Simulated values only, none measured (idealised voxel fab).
Process module, titled voxel ribs on slabs
cross-section cut | 195 nm wide | cells 5 nm
Bands, listed from the top down, are how a cross-section gets written in this document; the cross-section itself is a grid of square cells, and a band is one or more rows of them. The entry gives the band's vertical extent as a top height and a bottom height in nm, then its horizontal make-up as materials from left to right, each with a width in nm. "air" stands for empty space; a single material marked "full width" fills the band edge to edge. Note: height 0 marks the level under which the wafer is uniformly one material as received. Lowest band unbounded below, written "0 nm and below". Per-row width for "30 to 40": begins at first number (top row of band), ends at second number (bottom row), increment between rows held constant. Given "no change occurred" for a step, no cell of the cross-section differs between before and after that step. Closed empty spaces (no open way to the top) of 8 cells or more are what "Completely enclosed voids" lists, each as width x height at distance from the left edge, nm for all three. If you see something after the settings on a step's line, that's the simulator's own remark about that step. A step line may carry the setting "overlay nm", which, for steps involving a mask, states the distance by which the mask lay to the right of its intended position; negative values denote displacement to the left.

Process steps foreseen in the plan
1,op RECEIVE | material Si
2,op DIRECTIONAL_DEP | material SiO2 | thk nm 25
3,op DIRECTIONAL_DEP | material SiN | thk nm 15
4,op MASKED_ETCH | tone cover | mask id RIB | width nm 25 | etch materials SiN | depth nm 10 | overlay nm 0
5,op DIRECTIONAL_DEP | material aC | thk nm 15
6,op PATTERN | tone cover | mask id SLAB | material resist | width nm 85 | thk nm 35 | overlay nm 0
7,op DIRECTIONAL_ETCH | etch materials aC | depth nm 15
8,op STRIP | etch materials resist
9,op DIRECTIONAL_ETCH | etch materials SiN | depth nm 5
10,op STRIP | etch materials aC
11,op FILL_DEP | material SiO2 | thk nm 20
12,op CMP | height nm 55
13,op DIRECTIONAL_DEP | material TiN | thk nm 10
14,op MASKED_ETCH | tone cover | mask id HEATER | width nm 35 | etch materials TiN | depth nm 10 | overlay nm 0
15,op CONFORMAL_DEP | material SiN | thk nm 5

Cross-section of the wafer upon arrival, representing the state reached after step 1
  0 nm and below: Si full width
  Completely enclosed voids: none

Looking at the first of two wafers in cross-section at end of module - ran to plan
  70 nm to 65 nm: air 75  SiN 45  air 75
  65 nm to 60 nm: air 75  SiN 5  TiN 35  SiN 5  air 75
  60 nm to 55 nm: SiN 80  TiN 35  SiN 80
  55 nm to 40 nm: SiO2 full width
  40 nm to 30 nm: SiO2 85  SiN 25  SiO2 85
  30 nm to 25 nm: SiO2 55  SiN 85  SiO2 55
  25 nm to 0 nm: SiO2 full width
  0 nm and below: Si full width
  Completely enclosed voids: none

Here's the second of our two wafers sectioned at module end. Same start as the first, same plan, but one mistake got made running it
  70 nm to 65 nm: air 75  SiN 45  air 75
  65 nm to 60 nm: air 75  SiN 5  TiN 35  SiN 5  air 75
  60 nm to 55 nm: SiN 80  TiN 35  SiN 80
  55 nm to 50 nm: SiO2 55  SiN 85  SiO2 55
  50 nm to 0 nm: SiO2 full width
  0 nm and below: Si full width
  Completely enclosed voids: none
It is concluded that the wafer was processed incorrectly with respect to the plan, in that the plan had its step 2 run twice
Counted in cells at the end, the second wafer holds more or fewer of these materials than the first: -10 SiN | +10 SiO2
